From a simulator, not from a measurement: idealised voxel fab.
Process module in this document: voxel self aligned vias
225 nm wide, 5 nm square cells: that's cross-section cut.
This document writes a cross-section as a grid whose cells are square, and gives it as bands, listed from the top down; one or more rows of cells form a band. Heads up on the band format: heights come first, top then bottom, in nm. After that it's the materials left to right, each with its width in nm. A single material flagged "edge to edge" fills the whole band edge to edge, and "empty" means there's empty space there. Heights from 0 (as-received wafer is one material below). Bottom band endless downward, as "z 0 and below". You'd read "30..40" like this: the band's top row of cells is as wide as the first number, its bottom row is as wide as the second, and going down, every row changes width by the same amount as the row before did. No cell of the cross-section changed in a step that is given as "remains unaltered". Under "Enclosed internal voids" you'll find the enclosed gaps, the ones with no way out to the top, that are 8 cells or bigger; each reads width x height at distance, with distance counted from the left edge, everything in nm. Note: text after step settings on the step line = simulator remark on that step. Each step line may optionally specify "overlay nm", which for a step with a mask gives the rightward distance between the mask's planned place and where it lay, a negative value indicating the leftward direction. For the reader: what remains of this document is a series of pairs, each showing a cross-section before one process step and a cross-section after that step which reaches down only to the lowest band that changed, with the step between them and its settings set out under the pair. It should not be assumed that a pair continues from the pair above it; the pairs can come from different runs of this module on the same starting wafer, and such continuity exists only where the entry headed "Before the step" says so.
Before the step
* z 0 and below: Si edge to edge
* Enclosed internal voids: none
As Processed
* z 15 to 0: SiO2 edge to edge
* Everything below 0 is unchanged.
* Enclosed internal voids: none
What sits between those two cross-sections? CONFORMAL_DEP [material SiO2] [thk nm 15]
Before the step: no separate figure, the pair right above already shows it after its step.
As Processed
* z 20 to 15: SiCN edge to edge
* Everything below 15 is unchanged.
* Enclosed internal voids: none
What sits between those two cross-sections? CONFORMAL_DEP [material SiCN] [thk nm 5]
Before the step: no separate figure, the pair right above already shows it after its step.
As Processed
* z 45 to 20: SiO2 edge to edge
* Everything below 20 is unchanged.
* Enclosed internal voids: none
What sits between those two cross-sections? DIRECTIONAL_DEP [material SiO2] [thk nm 25]
Before the step: no separate figure, the pair right above already shows it after its step.
As Processed
* z 45 to 20: 70 of SiO2, 25 of empty, 30 of SiO2, 25 of empty, 75 of SiO2
* Everything below 20 is unchanged.
* Enclosed internal voids: none
What sits between those two cross-sections? MASKED_ETCH [tone open] [mask id LINES] [width nm 25] [pitch nm 55] [etch materials SiO2] [depth nm 25] [overlay nm 0]
Before the step: no separate figure, the pair right above already shows it after its step.
As Processed
* z 50 to 45: 75 of TiN, 15 of empty, 40 of TiN, 15 of empty, 80 of TiN
* z 45 to 25: 70 of SiO2, 5 of TiN, 15 of empty, 5 of TiN, 30 of SiO2, 5 of TiN, 15 of empty, 5 of TiN, 75 of SiO2
* z 25 to 20: 70 of SiO2, 25 of TiN, 30 of SiO2, 25 of TiN, 75 of SiO2
* Everything below 20 is unchanged.
* Enclosed internal voids: none
What sits between those two cross-sections? CONFORMAL_DEP [material TiN] [thk nm 5]
Before the step: no separate figure, the pair right above already shows it after its step.
As Processed
* z 60 to 50: W edge to edge
* z 50 to 45: 75 of TiN, 15 of W, 40 of TiN, 15 of W, 80 of TiN
* z 45 to 25: 70 of SiO2, 5 of TiN, 15 of W, 5 of TiN, 30 of SiO2, 5 of TiN, 15 of W, 5 of TiN, 75 of SiO2
* Everything below 25 is unchanged.
* Enclosed internal voids: none
What sits between those two cross-sections? FILL_DEP [material W] [thk nm 10]
Before the step: no separate figure, the pair right above already shows it after its step.
As Processed
* z 45 to 25: 70 of SiO2, 5 of TiN, 15 of W, 5 of TiN, 30 of SiO2, 5 of TiN, 15 of W, 5 of TiN, 75 of SiO2
* Everything below 25 is unchanged.
* Enclosed internal voids: none
What sits between those two cross-sections? CMP [height nm 45]
Before the step: no separate figure, the pair right above already shows it after its step.
As Processed
* z 45 to 40: 70 of SiO2, 25 of empty, 30 of SiO2, 25 of empty, 75 of SiO2
* Everything below 40 is unchanged.
* Enclosed internal voids: none
What sits between those two cross-sections? SELECTIVE_ETCH [etch materials W Ru TiN] [depth nm 5]
Before the step: no separate figure, the pair right above already shows it after its step.
As Processed
* z 50 to 45: SiN edge to edge
* z 45 to 40: 70 of SiO2, 25 of SiN, 30 of SiO2, 25 of SiN, 75 of SiO2
* Everything below 40 is unchanged.
* Enclosed internal voids: none
What sits between those two cross-sections? FILL_DEP [material SiN] [thk nm 5]
Before the step: no separate figure, the pair right above already shows it after its step.
As Processed
* z 45 to 40: 70 of SiO2, 25 of SiN, 30 of SiO2, 25 of SiN, 75 of SiO2
* Everything below 40 is unchanged.
* Enclosed internal voids: none
What sits between those two cross-sections? CMP [height nm 45]
Before the step: no separate figure, the pair right above already shows it after its step.
As Processed
* z 60 to 45: SiO2 edge to edge
* Everything below 45 is unchanged.
* Enclosed internal voids: none
What sits between those two cross-sections? DIRECTIONAL_DEP [material SiO2] [thk nm 15]
Before the step: no separate figure, the pair right above already shows it after its step.
As Processed
* z 60 to 45: 65 of SiO2, 35 of empty, 20 of SiO2, 35 of empty, 70 of SiO2
* Everything below 45 is unchanged.
* Enclosed internal voids: none
What sits between those two cross-sections? MASKED_ETCH [tone open] [mask id VIAS] [width nm 35] [pitch nm 55] [etch materials SiO2] [depth nm 15] [overlay nm 0]
Before the step: no separate figure, the pair right above already shows it after its step.
As Processed
* z 60 to 45: 65 of SiO2, 35 of empty, 20 of SiO2, 35 of empty, 70 of SiO2
* z 45 to 40: 70 of SiO2, 25 of empty, 30 of SiO2, 25 of empty, 75 of SiO2
* Everything below 40 is unchanged.
* Enclosed internal voids: none
What sits between those two cross-sections? MASKED_ETCH [tone open] [mask id VIAS] [width nm 35] [pitch nm 55] [etch materials SiN] [depth nm 5] [overlay nm 0]
Before the step: no separate figure, the pair right above already shows it after its step.
As Processed
* z 65 to 60: 70 of TiN, 25 of empty, 30 of TiN, 25 of empty, 75 of TiN
* z 60 to 50: 65 of SiO2, 5 of TiN, 25 of empty, 5 of TiN, 20 of SiO2, 5 of TiN, 25 of empty, 5 of TiN, 70 of SiO2
* z 50 to 45: 65 of SiO2, 10 of TiN, 15 of empty, 10 of TiN, 20 of SiO2, 10 of TiN, 15 of empty, 10 of TiN, 70 of SiO2
* z 45 to 40: 70 of SiO2, 25 of TiN, 30 of SiO2, 25 of TiN, 75 of SiO2
* Everything below 40 is unchanged.
* Enclosed internal voids: none
What sits between those two cross-sections? CONFORMAL_DEP [material TiN] [thk nm 5]
Before the step: no separate figure, the pair right above already shows it after its step.
As Processed
* z 75 to 65: W edge to edge
* z 65 to 60: 70 of TiN, 25 of W, 30 of TiN, 25 of W, 75 of TiN
* z 60 to 50: 65 of SiO2, 5 of TiN, 25 of W, 5 of TiN, 20 of SiO2, 5 of TiN, 25 of W, 5 of TiN, 70 of SiO2
* z 50 to 45: 65 of SiO2, 10 of TiN, 15 of W, 10 of TiN, 20 of SiO2, 10 of TiN, 15 of W, 10 of TiN, 70 of SiO2
* Everything below 45 is unchanged.
* Enclosed internal voids: none
What sits between those two cross-sections? FILL_DEP [material W] [thk nm 10]
Before the step: no separate figure, the pair right above already shows it after its step.
As Processed
* z 60 to 50: 65 of SiO2, 5 of TiN, 25 of W, 5 of TiN, 20 of SiO2, 5 of TiN, 25 of W, 5 of TiN, 70 of SiO2
* Everything below 50 is unchanged.
* Enclosed internal voids: none
What sits between those two cross-sections? CMP [height nm 60]
Before the step: no separate figure, the pair right above already shows it after its step.
As Processed
* z 65 to 60: SiN edge to edge
* Everything below 60 is unchanged.
* Enclosed internal voids: none
What sits between those two cross-sections? CONFORMAL_DEP [material SiN] [thk nm 5]
Before the step
* z 0 and below: Si edge to edge
* Enclosed internal voids: none
As Processed
* z 5 to 0: SiCN edge to edge
* Everything below 0 is unchanged.
* Enclosed internal voids: none
What sits between those two cross-sections? CONFORMAL_DEP [material SiCN] [thk nm 5]
Before the step: no separate figure, the pair right above already shows it after its step.
As Processed
* z 30 to 5: SiO2 edge to edge
* Everything below 5 is unchanged.
* Enclosed internal voids: none
What sits between those two cross-sections? DIRECTIONAL_DEP [material SiO2] [thk nm 25]
Before the step: no separate figure, the pair right above already shows it after its step.
As Processed
* z 30 to 5: 70 of SiO2, 25 of empty, 30 of SiO2, 25 of empty, 75 of SiO2
* Everything below 5 is unchanged.
* Enclosed internal voids: none
What sits between those two cross-sections? MASKED_ETCH [tone open] [mask id LINES] [width nm 25] [pitch nm 55] [etch materials SiO2] [depth nm 25] [overlay nm 0]
Before the step: no separate figure, the pair right above already shows it after its step.
As Processed
* z 35 to 30: 75 of TiN, 15 of empty, 40 of TiN, 15 of empty, 80 of TiN
* z 30 to 10: 70 of SiO2, 5 of TiN, 15 of empty, 5 of TiN, 30 of SiO2, 5 of TiN, 15 of empty, 5 of TiN, 75 of SiO2
* z 10 to 5: 70 of SiO2, 25 of TiN, 30 of SiO2, 25 of TiN, 75 of SiO2
* Everything below 5 is unchanged.
* Enclosed internal voids: none
What sits between those two cross-sections? CONFORMAL_DEP [material TiN] [thk nm 5]
Before the step: no separate figure, the pair right above already shows it after its step.
As Processed
* z 45 to 35: W edge to edge
* z 35 to 30: 75 of TiN, 15 of W, 40 of TiN, 15 of W, 80 of TiN
* z 30 to 10: 70 of SiO2, 5 of TiN, 15 of W, 5 of TiN, 30 of SiO2, 5 of TiN, 15 of W, 5 of TiN, 75 of SiO2
* Everything below 10 is unchanged.
* Enclosed internal voids: none
What sits between those two cross-sections? FILL_DEP [material W] [thk nm 10]
Before the step: no separate figure, the pair right above already shows it after its step.
As Processed
* z 40 to 35: W edge to edge
* Everything below 35 is unchanged.
* Enclosed internal voids: none
What sits between those two cross-sections? SELECTIVE_ETCH [etch materials W Ru TiN] [depth nm 5]
Before the step: no separate figure, the pair right above already shows it after its step.
As Processed
* z 45 to 40: SiN edge to edge
* Everything below 40 is unchanged.
* Enclosed internal voids: none
What sits between those two cross-sections? FILL_DEP [material SiN] [thk nm 5]
Before the step: no separate figure, the pair right above already shows it after its step.
As Processed
* z 60 to 45: SiO2 edge to edge
* Everything below 45 is unchanged.
* Enclosed internal voids: none
What sits between those two cross-sections? DIRECTIONAL_DEP [material SiO2] [thk nm 15]
Before the step: no separate figure, the pair right above already shows it after its step.
As Processed
* z 60 to 45: 65 of SiO2, 35 of empty, 20 of SiO2, 35 of empty, 70 of SiO2
* Everything below 45 is unchanged.
* Enclosed internal voids: none
What sits between those two cross-sections? MASKED_ETCH [tone open] [mask id VIAS] [width nm 35] [pitch nm 55] [etch materials SiO2] [depth nm 15] [overlay nm 0]
Before the step: no separate figure, the pair right above already shows it after its step.
As Processed
* z 60 to 45: 65 of SiO2, 35 of empty, 20 of SiO2, 35 of empty, 70 of SiO2
* z 45 to 40: 65 of SiN, 35 of empty, 20 of SiN, 35 of empty, 70 of SiN
* Everything below 40 is unchanged.
* Enclosed internal voids: none
What sits between those two cross-sections? MASKED_ETCH [tone open] [mask id VIAS] [width nm 35] [pitch nm 55] [etch materials SiN] [depth nm 5] [overlay nm 0]
Before the step: no separate figure, the pair right above already shows it after its step.
As Processed
* z 65 to 60: 70 of TiN, 25 of empty, 30 of TiN, 25 of empty, 75 of TiN
* z 60 to 45: 65 of SiO2, 5 of TiN, 25 of empty, 5 of TiN, 20 of SiO2, 5 of TiN, 25 of empty, 5 of TiN, 70 of SiO2
* z 45 to 40: 65 of SiN, 35 of TiN, 20 of SiN, 35 of TiN, 70 of SiN
* Everything below 40 is unchanged.
* Enclosed internal voids: none
What sits between those two cross-sections? CONFORMAL_DEP [material TiN] [thk nm 5]
Before the step: no separate figure, the pair right above already shows it after its step.
As Processed
* z 75 to 65: W edge to edge
* z 65 to 60: 70 of TiN, 25 of W, 30 of TiN, 25 of W, 75 of TiN
* z 60 to 45: 65 of SiO2, 5 of TiN, 25 of W, 5 of TiN, 20 of SiO2, 5 of TiN, 25 of W, 5 of TiN, 70 of SiO2
* Everything below 45 is unchanged.
* Enclosed internal voids: none
What sits between those two cross-sections? FILL_DEP [material W] [thk nm 10]
Before the step: no separate figure, the pair right above already shows it after its step.
As Processed
* z 60 to 45: 65 of SiO2, 5 of TiN, 25 of W, 5 of TiN, 20 of SiO2, 5 of TiN, 25 of W, 5 of TiN, 70 of SiO2
* Everything below 45 is unchanged.
* Enclosed internal voids: none
What sits between those two cross-sections? CMP [height nm 60]
Before the step: no separate figure, the pair right above already shows it after its step.
As Processed
* z 65 to 60: SiN edge to edge
* Everything below 60 is unchanged.
* Enclosed internal voids: none
What sits between those two cross-sections? CONFORMAL_DEP [material SiN] [thk nm 5]
Before the step
* z 15 to 0: SiO2 edge to edge
* z 0 and below: Si edge to edge
* Enclosed internal voids: none
As Processed
* z 30 to 0: SiO2 edge to edge
* Everything below 0 is unchanged.
* Enclosed internal voids: none
What sits between those two cross-sections? CONFORMAL_DEP [material SiO2] [thk nm 15]
Before the step: no separate figure, the pair right above already shows it after its step.
As Processed
* z 35 to 30: SiCN edge to edge
* Everything below 30 is unchanged.
* Enclosed internal voids: none
What sits between those two cross-sections? CONFORMAL_DEP [material SiCN] [thk nm 5]
Before the step: no separate figure, the pair right above already shows it after its step.
As Processed
* z 60 to 35: SiO2 edge to edge
* Everything below 35 is unchanged.
* Enclosed internal voids: none
What sits between those two cross-sections? DIRECTIONAL_DEP [material SiO2] [thk nm 25]
Before the step: no separate figure, the pair right above already shows it after its step.
As Processed
* z 60 to 35: 70 of SiO2, 25 of empty, 30 of SiO2, 25 of empty, 75 of SiO2
* Everything below 35 is unchanged.
* Enclosed internal voids: none
What sits between those two cross-sections? MASKED_ETCH [tone open] [mask id LINES] [width nm 25] [pitch nm 55] [etch materials SiO2] [depth nm 25] [overlay nm 0]
Before the step: no separate figure, the pair right above already shows it after its step.
As Processed
* z 65 to 60: 75 of TiN, 15 of empty, 40 of TiN, 15 of empty, 80 of TiN
* z 60 to 40: 70 of SiO2, 5 of TiN, 15 of empty, 5 of TiN, 30 of SiO2, 5 of TiN, 15 of empty, 5 of TiN, 75 of SiO2
* z 40 to 35: 70 of SiO2, 25 of TiN, 30 of SiO2, 25 of TiN, 75 of SiO2
* Everything below 35 is unchanged.
* Enclosed internal voids: none
What sits between those two cross-sections? CONFORMAL_DEP [material TiN] [thk nm 5]
Before the step: no separate figure, the pair right above already shows it after its step.
As Processed
* z 75 to 65: W edge to edge
* z 65 to 60: 75 of TiN, 15 of W, 40 of TiN, 15 of W, 80 of TiN
* z 60 to 40: 70 of SiO2, 5 of TiN, 15 of W, 5 of TiN, 30 of SiO2, 5 of TiN, 15 of W, 5 of TiN, 75 of SiO2
* Everything below 40 is unchanged.
* Enclosed internal voids: none
What sits between those two cross-sections? FILL_DEP [material W] [thk nm 10]
Before the step: no separate figure, the pair right above already shows it after its step.
As Processed
* z 45 to 40: 70 of SiO2, 5 of TiN, 15 of W, 5 of TiN, 30 of SiO2, 5 of TiN, 15 of W, 5 of TiN, 75 of SiO2
* Everything below 40 is unchanged.
* Enclosed internal voids: none
What sits between those two cross-sections? CMP [height nm 45]
Before the step: no separate figure, the pair right above already shows it after its step.
As Processed
* z 45 to 40: 70 of SiO2, 25 of empty, 30 of SiO2, 25 of empty, 75 of SiO2
* Everything below 40 is unchanged.
* Enclosed internal voids: none
What sits between those two cross-sections? SELECTIVE_ETCH [etch materials W Ru TiN] [depth nm 5]
Before the step: no separate figure, the pair right above already shows it after its step.
As Processed
* z 50 to 45: SiN edge to edge
* z 45 to 40: 70 of SiO2, 25 of SiN, 30 of SiO2, 25 of SiN, 75 of SiO2
* Everything below 40 is unchanged.
* Enclosed internal voids: none
What sits between those two cross-sections? FILL_DEP [material SiN] [thk nm 5]
Before the step: no separate figure, the pair right above already shows it after its step.
As Processed
* z 45 to 40: 70 of SiO2, 25 of SiN, 30 of SiO2, 25 of SiN, 75 of SiO2
* Everything below 40 is unchanged.
* Enclosed internal voids: none
What sits between those two cross-sections? CMP [height nm 45]
Before the step: no separate figure, the pair right above already shows it after its step.
As Processed
* z 60 to 45: SiO2 edge to edge
* Everything below 45 is unchanged.
* Enclosed internal voids: none
What sits between those two cross-sections? DIRECTIONAL_DEP [material SiO2] [thk nm 15]
Before the step: no separate figure, the pair right above already shows it after its step.
As Processed
* z 60 to 45: 65 of SiO2, 35 of empty, 20 of SiO2, 35 of empty, 70 of SiO2
* Everything below 45 is unchanged.
* Enclosed internal voids: none
What sits between those two cross-sections? MASKED_ETCH [tone open] [mask id VIAS] [width nm 35] [pitch nm 55] [etch materials SiO2] [depth nm 15] [overlay nm 0]
Before the step: no separate figure, the pair right above already shows it after its step.
As Processed
* z 60 to 45: 65 of SiO2, 35 of empty, 20 of SiO2, 35 of empty, 70 of SiO2
* z 45 to 40: 70 of SiO2, 25 of empty, 30 of SiO2, 25 of empty, 75 of SiO2
* Everything below 40 is unchanged.
* Enclosed internal voids: none
What sits between those two cross-sections? MASKED_ETCH [tone open] [mask id VIAS] [width nm 35] [pitch nm 55] [etch materials SiN] [depth nm 5] [overlay nm 0]
Before the step: no separate figure, the pair right above already shows it after its step.
As Processed
* z 65 to 60: 70 of TiN, 25 of empty, 30 of TiN, 25 of empty, 75 of TiN
* z 60 to 50: 65 of SiO2, 5 of TiN, 25 of empty, 5 of TiN, 20 of SiO2, 5 of TiN, 25 of empty, 5 of TiN, 70 of SiO2
* z 50 to 45: 65 of SiO2, 10 of TiN, 15 of empty, 10 of TiN, 20 of SiO2, 10 of TiN, 15 of empty, 10 of TiN, 70 of SiO2
* z 45 to 35: 70 of SiO2, 25 of TiN, 30 of SiO2, 25 of TiN, 75 of SiO2
* Everything below 35 is unchanged.
* Enclosed internal voids: none
What sits between those two cross-sections? CONFORMAL_DEP [material TiN] [thk nm 5]
Before the step: no separate figure, the pair right above already shows it after its step.
As Processed
* z 75 to 65: W edge to edge
* z 65 to 60: 70 of TiN, 25 of W, 30 of TiN, 25 of W, 75 of TiN
* z 60 to 50: 65 of SiO2, 5 of TiN, 25 of W, 5 of TiN, 20 of SiO2, 5 of TiN, 25 of W, 5 of TiN, 70 of SiO2
* z 50 to 45: 65 of SiO2, 10 of TiN, 15 of W, 10 of TiN, 20 of SiO2, 10 of TiN, 15 of W, 10 of TiN, 70 of SiO2
* Everything below 45 is unchanged.
* Enclosed internal voids: none
What sits between those two cross-sections? FILL_DEP [material W] [thk nm 10]
Before the step: no separate figure, the pair right above already shows it after its step.
As Processed
* z 60 to 50: 65 of SiO2, 5 of TiN, 25 of W, 5 of TiN, 20 of SiO2, 5 of TiN, 25 of W, 5 of TiN, 70 of SiO2
* Everything below 50 is unchanged.
* Enclosed internal voids: none
What sits between those two cross-sections? CMP [height nm 60]
Before the step: no separate figure, the pair right above already shows it after its step.
As Processed
* z 65 to 60: SiN edge to edge
* Everything below 60 is unchanged.
* Enclosed internal voids: none
What sits between those two cross-sections? CONFORMAL_DEP [material SiN] [thk nm 5]
Before the step
* z 15 to 0: SiO2 edge to edge
* z 0 and below: Si edge to edge
* Enclosed internal voids: none
As Processed
* z 40 to 0: SiO2 edge to edge
* Everything below 0 is unchanged.
* Enclosed internal voids: none
What sits between those two cross-sections? DIRECTIONAL_DEP [material SiO2] [thk nm 25]
Before the step: no separate figure, the pair right above already shows it after its step.
As Processed
* z 45 to 40: SiCN edge to edge
* Everything below 40 is unchanged.
* Enclosed internal voids: none
What sits between those two cross-sections? CONFORMAL_DEP [material SiCN] [thk nm 5]
Before the step: no separate figure, the pair right above already shows it after its step.
As Processed
* z 50 to 45: TiN edge to edge
* Everything below 45 is unchanged.
* Enclosed internal voids: none
What sits between those two cross-sections? CONFORMAL_DEP [material TiN] [thk nm 5]
Before the step: no separate figure, the pair right above already shows it after its step.
As Processed
* z 60 to 50: W edge to edge
* Everything below 50 is unchanged.
* Enclosed internal voids: none
What sits between those two cross-sections? FILL_DEP [material W] [thk nm 10]
Before the step: no separate figure, the pair right above already shows it after its step.
As Processed
* z 45 to 40: SiCN edge to edge
* Everything below 40 is unchanged.
* Enclosed internal voids: none
What sits between those two cross-sections? CMP [height nm 45]
Before the step: no separate figure, the pair right above already shows it after its step.
As Processed
* z 50 to 45: SiN edge to edge
* Everything below 45 is unchanged.
* Enclosed internal voids: none
What sits between those two cross-sections? FILL_DEP [material SiN] [thk nm 5]
Before the step: no separate figure, the pair right above already shows it after its step.
As Processed
* z 45 to 40: SiCN edge to edge
* Everything below 40 is unchanged.
* Enclosed internal voids: none
What sits between those two cross-sections? CMP [height nm 45]
Before the step: no separate figure, the pair right above already shows it after its step.
As Processed
* z 60 to 45: SiO2 edge to edge
* Everything below 45 is unchanged.
* Enclosed internal voids: none
What sits between those two cross-sections? DIRECTIONAL_DEP [material SiO2] [thk nm 15]
Before the step: no separate figure, the pair right above already shows it after its step.
As Processed
* z 60 to 45: 65 of SiO2, 35 of empty, 20 of SiO2, 35 of empty, 70 of SiO2
* Everything below 45 is unchanged.
* Enclosed internal voids: none
What sits between those two cross-sections? MASKED_ETCH [tone open] [mask id VIAS] [width nm 35] [pitch nm 55] [etch materials SiO2] [depth nm 15] [overlay nm 0]
Before the step: no separate figure, the pair right above already shows it after its step.
As Processed
* z 65 to 60: 70 of TiN, 25 of empty, 30 of TiN, 25 of empty, 75 of TiN
* z 60 to 50: 65 of SiO2, 5 of TiN, 25 of empty, 5 of TiN, 20 of SiO2, 5 of TiN, 25 of empty, 5 of TiN, 70 of SiO2
* z 50 to 45: 65 of SiO2, 35 of TiN, 20 of SiO2, 35 of TiN, 70 of SiO2
* Everything below 45 is unchanged.
* Enclosed internal voids: none
What sits between those two cross-sections? CONFORMAL_DEP [material TiN] [thk nm 5]
Before the step: no separate figure, the pair right above already shows it after its step.
As Processed
* z 75 to 65: W edge to edge
* z 65 to 60: 70 of TiN, 25 of W, 30 of TiN, 25 of W, 75 of TiN
* z 60 to 50: 65 of SiO2, 5 of TiN, 25 of W, 5 of TiN, 20 of SiO2, 5 of TiN, 25 of W, 5 of TiN, 70 of SiO2
* Everything below 50 is unchanged.
* Enclosed internal voids: none
What sits between those two cross-sections? FILL_DEP [material W] [thk nm 10]
Before the step: no separate figure, the pair right above already shows it after its step.
As Processed
* z 60 to 50: 65 of SiO2, 5 of TiN, 25 of W, 5 of TiN, 20 of SiO2, 5 of TiN, 25 of W, 5 of TiN, 70 of SiO2
* Everything below 50 is unchanged.
* Enclosed internal voids: none
What sits between those two cross-sections? CMP [height nm 60]
Before the step: no separate figure, the pair right above already shows it after its step.
As Processed
* z 65 to 60: SiN edge to edge
* Everything below 60 is unchanged.
* Enclosed internal voids: none
What sits between those two cross-sections? CONFORMAL_DEP [material SiN] [thk nm 5]
Before the step
* z 20 to 15: SiCN edge to edge
* z 15 to 0: SiO2 edge to edge
* z 0 and below: Si edge to edge
* Enclosed internal voids: none
As Processed
* z 35 to 20: SiO2 edge to edge
* Everything below 20 is unchanged.
* Enclosed internal voids: none
What sits between those two cross-sections? DIRECTIONAL_DEP [material SiO2] [thk nm 15]
Before the step: no separate figure, the pair right above already shows it after its step.
As Processed
* z 35 to 20: 70 of SiO2, 25 of empty, 30 of SiO2, 25 of empty, 75 of SiO2
* Everything below 20 is unchanged.
* Enclosed internal voids: none
What sits between those two cross-sections? MASKED_ETCH [tone open] [mask id LINES] [width nm 25] [pitch nm 55] [etch materials SiO2] [depth nm 25] [overlay nm 0]
Before the step: no separate figure, the pair right above already shows it after its step.
As Processed
* z 40 to 35: 75 of TiN, 15 of empty, 40 of TiN, 15 of empty, 80 of TiN
* z 35 to 25: 70 of SiO2, 5 of TiN, 15 of empty, 5 of TiN, 30 of SiO2, 5 of TiN, 15 of empty, 5 of TiN, 75 of SiO2
* z 25 to 20: 70 of SiO2, 25 of TiN, 30 of SiO2, 25 of TiN, 75 of SiO2
* Everything below 20 is unchanged.
* Enclosed internal voids: none
What sits between those two cross-sections? CONFORMAL_DEP [material TiN] [thk nm 5]
Before the step: no separate figure, the pair right above already shows it after its step.
As Processed
* z 50 to 40: W edge to edge
* z 40 to 35: 75 of TiN, 15 of W, 40 of TiN, 15 of W, 80 of TiN
* z 35 to 25: 70 of SiO2, 5 of TiN, 15 of W, 5 of TiN, 30 of SiO2, 5 of TiN, 15 of W, 5 of TiN, 75 of SiO2
* Everything below 25 is unchanged.
* Enclosed internal voids: none
What sits between those two cross-sections? FILL_DEP [material W] [thk nm 10]
Before the step: no separate figure, the pair right above already shows it after its step.
As Processed
* z 45 to 40: W edge to edge
* Everything below 40 is unchanged.
* Enclosed internal voids: none
What sits between those two cross-sections? CMP [height nm 45]
Before the step: no separate figure, the pair right above already shows it after its step.
As Processed
* z 40 to 35: 75 of TiN, 15 of W, 40 of TiN, 15 of W, 80 of TiN
* Everything below 35 is unchanged.
* Enclosed internal voids: none
What sits between those two cross-sections? SELECTIVE_ETCH [etch materials W Ru TiN] [depth nm 5]
Before the step: no separate figure, the pair right above already shows it after its step.
As Processed
* z 45 to 40: SiN edge to edge
* Everything below 40 is unchanged.
* Enclosed internal voids: none
What sits between those two cross-sections? FILL_DEP [material SiN] [thk nm 5]
Before the step: no separate figure, the pair right above already shows it after its step.
As Processed
* z 60 to 45: SiO2 edge to edge
* Everything below 45 is unchanged.
* Enclosed internal voids: none
What sits between those two cross-sections? DIRECTIONAL_DEP [material SiO2] [thk nm 15]
Before the step: no separate figure, the pair right above already shows it after its step.
As Processed
* z 60 to 45: 65 of SiO2, 35 of empty, 20 of SiO2, 35 of empty, 70 of SiO2
* Everything below 45 is unchanged.
* Enclosed internal voids: none
What sits between those two cross-sections? MASKED_ETCH [tone open] [mask id VIAS] [width nm 35] [pitch nm 55] [etch materials SiO2] [depth nm 15] [overlay nm 0]
Before the step: no separate figure, the pair right above already shows it after its step.
As Processed
* z 60 to 45: 65 of SiO2, 35 of empty, 20 of SiO2, 35 of empty, 70 of SiO2
* z 45 to 40: 65 of SiN, 35 of empty, 20 of SiN, 35 of empty, 70 of SiN
* Everything below 40 is unchanged.
* Enclosed internal voids: none
What sits between those two cross-sections? MASKED_ETCH [tone open] [mask id VIAS] [width nm 35] [pitch nm 55] [etch materials SiN] [depth nm 5] [overlay nm 0]
Before the step: no separate figure, the pair right above already shows it after its step.
As Processed
* z 65 to 60: 70 of TiN, 25 of empty, 30 of TiN, 25 of empty, 75 of TiN
* z 60 to 45: 65 of SiO2, 5 of TiN, 25 of empty, 5 of TiN, 20 of SiO2, 5 of TiN, 25 of empty, 5 of TiN, 70 of SiO2
* z 45 to 40: 65 of SiN, 35 of TiN, 20 of SiN, 35 of TiN, 70 of SiN
* Everything below 40 is unchanged.
* Enclosed internal voids: none
What sits between those two cross-sections? CONFORMAL_DEP [material TiN] [thk nm 5]
Before the step: no separate figure, the pair right above already shows it after its step.
As Processed
* z 75 to 65: W edge to edge
* z 65 to 60: 70 of TiN, 25 of W, 30 of TiN, 25 of W, 75 of TiN
* z 60 to 45: 65 of SiO2, 5 of TiN, 25 of W, 5 of TiN, 20 of SiO2, 5 of TiN, 25 of W, 5 of TiN, 70 of SiO2
* Everything below 45 is unchanged.
* Enclosed internal voids: none
What sits between those two cross-sections? FILL_DEP [material W] [thk nm 10]
Before the step: no separate figure, the pair right above already shows it after its step.
As Processed
* z 60 to 45: 65 of SiO2, 5 of TiN, 25 of W, 5 of TiN, 20 of SiO2, 5 of TiN, 25 of W, 5 of TiN, 70 of SiO2
* Everything below 45 is unchanged.
* Enclosed internal voids: none
What sits between those two cross-sections? CMP [height nm 60]
Before the step: no separate figure, the pair right above already shows it after its step.
As Processed
* z 65 to 60: SiN edge to edge
* Everything below 60 is unchanged.
* Enclosed internal voids: none
What sits between those two cross-sections? CONFORMAL_DEP [material SiN] [thk nm 5]
Before the step
* z 45 to 20: SiO2 edge to edge
* z 20 to 15: SiCN edge to edge
* z 15 to 0: SiO2 edge to edge
* z 0 and below: Si edge to edge
* Enclosed internal voids: none
As Processed
* z 45 to 20: 75 of SiO2, 20 of empty, 35 of SiO2, 20 of empty, 75 of SiO2
* Everything below 20 is unchanged.
* Enclosed internal voids: none
What sits between those two cross-sections? MASKED_ETCH [tone open] [mask id LINES] [width nm 20] [pitch nm 55] [etch materials SiO2] [depth nm 25] [overlay nm 0]
Before the step: no separate figure, the pair right above already shows it after its step.
As Processed
* z 50 to 45: 80 of TiN, 10 of empty, 45 of TiN, 10 of empty, 80 of TiN
* z 45 to 25: 75 of SiO2, 5 of TiN, 10 of empty, 5 of TiN, 35 of SiO2, 5 of TiN, 10 of empty, 5 of TiN, 75 of SiO2
* z 25 to 20: 75 of SiO2, 20 of TiN, 35 of SiO2, 20 of TiN, 75 of SiO2
* Everything below 20 is unchanged.
* Enclosed internal voids: none
What sits between those two cross-sections? CONFORMAL_DEP [material TiN] [thk nm 5]
Before the step: no separate figure, the pair right above already shows it after its step.
As Processed
* z 60 to 50: W edge to edge
* z 50 to 45: 80 of TiN, 10 of W, 45 of TiN, 10 of W, 80 of TiN
* z 45 to 25: 75 of SiO2, 5 of TiN, 10 of W, 5 of TiN, 35 of SiO2, 5 of TiN, 10 of W, 5 of TiN, 75 of SiO2
* Everything below 25 is unchanged.
* Enclosed internal voids: none
What sits between those two cross-sections? FILL_DEP [material W] [thk nm 10]
Before the step: no separate figure, the pair right above already shows it after its step.
As Processed
* z 45 to 25: 75 of SiO2, 5 of TiN, 10 of W, 5 of TiN, 35 of SiO2, 5 of TiN, 10 of W, 5 of TiN, 75 of SiO2
* Everything below 25 is unchanged.
* Enclosed internal voids: none
What sits between those two cross-sections? CMP [height nm 45]
Before the step: no separate figure, the pair right above already shows it after its step.
As Processed
* z 45 to 40: 75 of SiO2, 20 of empty, 35 of SiO2, 20 of empty, 75 of SiO2
* Everything below 40 is unchanged.
* Enclosed internal voids: none
What sits between those two cross-sections? SELECTIVE_ETCH [etch materials W Ru TiN] [depth nm 5]
Before the step: no separate figure, the pair right above already shows it after its step.
As Processed
* z 50 to 45: SiN edge to edge
* z 45 to 40: 75 of SiO2, 20 of SiN, 35 of SiO2, 20 of SiN, 75 of SiO2
* Everything below 40 is unchanged.
* Enclosed internal voids: none
What sits between those two cross-sections? FILL_DEP [material SiN] [thk nm 5]
Before the step: no separate figure, the pair right above already shows it after its step.
As Processed
* z 45 to 40: 75 of SiO2, 20 of SiN, 35 of SiO2, 20 of SiN, 75 of SiO2
* Everything below 40 is unchanged.
* Enclosed internal voids: none
What sits between those two cross-sections? CMP [height nm 45]
